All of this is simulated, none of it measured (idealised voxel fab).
Module name: voxel local oxidation (process module)
In the cross-section labelled cut, the width is 240 nm and each square cell is 5 nm.
This document writes a cross-section as a grid whose cells are square, and gives it as bands, listed from the top down; one or more rows of cells form a band.
The band entry comprises the height of the band's top followed by the height of its bottom, expressed in nm, and subsequently the band's materials from left to right, each stated together with its width in nm. Where a single material is marked with the word "all across", that material fills the band from edge to edge. The word "empty" represents empty space.
Heights are expressed relative to 0, this being the level below which the as-received wafer comprises one material exclusively. The lowest band is unbounded in the downward direction and is denoted as in "z 0 and below".
Width: "30->40" (first number = top row, second number = bottom row, same change from row to row of cells).
Given "no alteration" for a step, no cell of the cross-section differs between before and after that step.
Reported under the label "closed voids" are the empty spaces having no open way to the top and comprising 8 cells or more; the notation for each is width x height at distance, in which the distance is measured from the left edge and all three values are in nm.
It should be noted that, on the line of a given step, the content following the step's settings is a remark produced by the simulator itself with respect to that step.
Regarding "overlay nm": on a step with a mask, it is the distance the mask lay to the right of its planned place; a negative value places it to the left.
STEPS IN THE PROCESS PLAN
- 1: RECEIVE,material Si
- 2: OXIDIZE,depth nm 5
- 3: CONFORMAL_DEP,material SiN,thk nm 15
- 4: MASKED_ETCH,tone cover,mask id ACTIVE,width nm 90,etch materials SiN,depth nm 15,overlay nm 0
- 5: SELECTIVE_ETCH,etch materials SiO2,depth nm 5
- 6: OXIDIZE,depth nm 10
- 7: STRIP,etch materials SiN
FIRST WAFER OF TWO (RUN AS PLANNED)
SO THIS IS THE INCOMING WAFER IN CROSS-SECTION - IT'S ALREADY BEEN THROUGH STEP 1
  z 0 and below: Si all across
  closed voids: none
WAFER AFTER STEP 2 (CROSS-SECTION)
  z 0 to -5: SiO2 all across
  Under -5: no change, same as before.
WAFER AFTER STEP 3 (CROSS-SECTION)
  z 15 to 0: SiN all across
  Under 0: no change, same as before.
WAFER AFTER STEP 4 (CROSS-SECTION)
  z 15 to 0: empty (75), then SiN (90), then empty (75)
  Under 0: no change, same as before.
WAFER AFTER STEP 5 (CROSS-SECTION)
  z 15 to 0: empty (75), then SiN (90), then empty (75)
  z 0 to -5: empty (80), then SiO2 (80), then empty (80)
  Under -5: no change, same as before.
WAFER AFTER STEP 6 (CROSS-SECTION)
  z 15 to 0: empty (75), then SiN (90), then empty (75)
  z 0 to -5: empty (80), then SiO2 (80), then empty (80)
  z -5 to -15: SiO2 (90), then Si (60), then SiO2 (90)
  Under -15: no change, same as before.
WAFER AFTER STEP 7 (CROSS-SECTION)
  z 0 to -5: empty (80), then SiO2 (80), then empty (80)
  Under -5: no change, same as before.
NOW THE OTHER WAFER: SAME START, SAME RECIPE, BUT WE MESSED UP ONE THING WHEN RUNNING IT. UP TO AND INCLUDING STEP 5 IT'S THE SAME AS THE FIRST ONE
SECOND WAFER: CROSS-SECTION AT THE SCHEDULED END OF STEP 6
  z 0 to -5: empty (80), then SiO2 (80), then empty (80)
  Under -5: no change, same as before.
SECOND WAFER: CROSS-SECTION AT THE SCHEDULED END OF STEP 7
  z 0 to -5: empty (80), then SiO2 (80), then empty (80)
  z -5 to -15: SiO2 (90), then Si (60), then SiO2 (90)
  Under -15: no change, same as before.
Run error: step 7 occupied the plan position of step 6, and the converse holds as well
Outcome: the two wafer cross-sections end up identical, and the model's computation is unaffected by the mistake.
